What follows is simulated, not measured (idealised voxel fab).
Documented hereafter: the process module known as voxel spacer lines.
The cross-section on display is named cut; it measures 195 nm wide, and its cells are 5 nm squares.
Cross-sections here: square-cell grids, written as top-down lists of bands, a band being one or more rows of cells.
Heads up on the band format: heights come first, top then bottom, in nm. After that it's the materials left to right, each with its width in nm. A single material flagged "all across" fills the whole band edge to edge, and "air" means there's empty space there.
Convention: height 0 is the level below which the wafer, as received, is all one material. The lowest band does not terminate at the bottom but continues downward, represented as "0 and below".
Graded width ("30 to 40"): value in top row of band = first number; value in bottom row = second number; row-to-row change constant.
Reading "nothing changed" for a step: not a cell of the cross-section changed in it.
Closed empty spaces (no open way to the top) of 8 cells or more are what "closed voids" lists, each as width x height at distance from the left edge, nm for all three.
Step line, after settings: the simulator's comment on this step.
If you see "overlay nm" on a step's line and that step has a mask, it's telling you how far right of where it was planned the mask ended up; a negative number means it went left instead.

**Process steps - plan**
1,RECEIVE (material Si)
2,CONFORMAL_DEP (material SiO2; thk nm 10)
3,DIRECTIONAL_DEP (material polySi; thk nm 10)
4,DIRECTIONAL_DEP (material aC; thk nm 30)
5,PATTERN (tone cover; mask id MANDREL; material resist; width nm 25; pitch nm 70; thk nm 35; overlay nm 0)
6,DIRECTIONAL_ETCH (etch materials aC; depth nm 30)
7,STRIP (etch materials resist)
8,CONFORMAL_DEP (material SiN; thk nm 10)
9,DIRECTIONAL_ETCH (etch materials SiN; depth nm 10)
10,STRIP (etch materials aC)
11,DIRECTIONAL_ETCH (etch materials polySi; depth nm 10)
12,STRIP (etch materials SiN)

**Cross-section of the wafer at receipt, which is the condition after step 1**
- 0 and below  Si all across
- closed voids: none

**Cross-section, first of two wafers, end of module, run as planned**
- 20 down to 10  air: 5  polySi: 10  air: 25  polySi: 10  air: 25  polySi: 10  air: 25  polySi: 10  air: 25  polySi: 10  air: 25  polySi: 10  air: 5
- 10 down to 0  SiO2 all across
- 0 and below  Si all across
- closed voids: none

**Cross-sectional view: second of two wafers, end of module; start and plan identical to the first, one mistake in running**
- 25 down to 15  air: 5  polySi: 10  air: 25  polySi: 10  air: 25  polySi: 10  air: 25  polySi: 10  air: 25  polySi: 10  air: 25  polySi: 10  air: 5
- 15 down to 0  SiO2 all across
- 0 and below  Si all across
- closed voids: none
So what did we get wrong on this run? so step 2 ended up running with a different setting than we planned, it ran as CONFORMAL_DEP (material SiO2; thk nm 15)
Final tally in cells, some materials are higher or lower on the second wafer than on the first: +39 SiO2
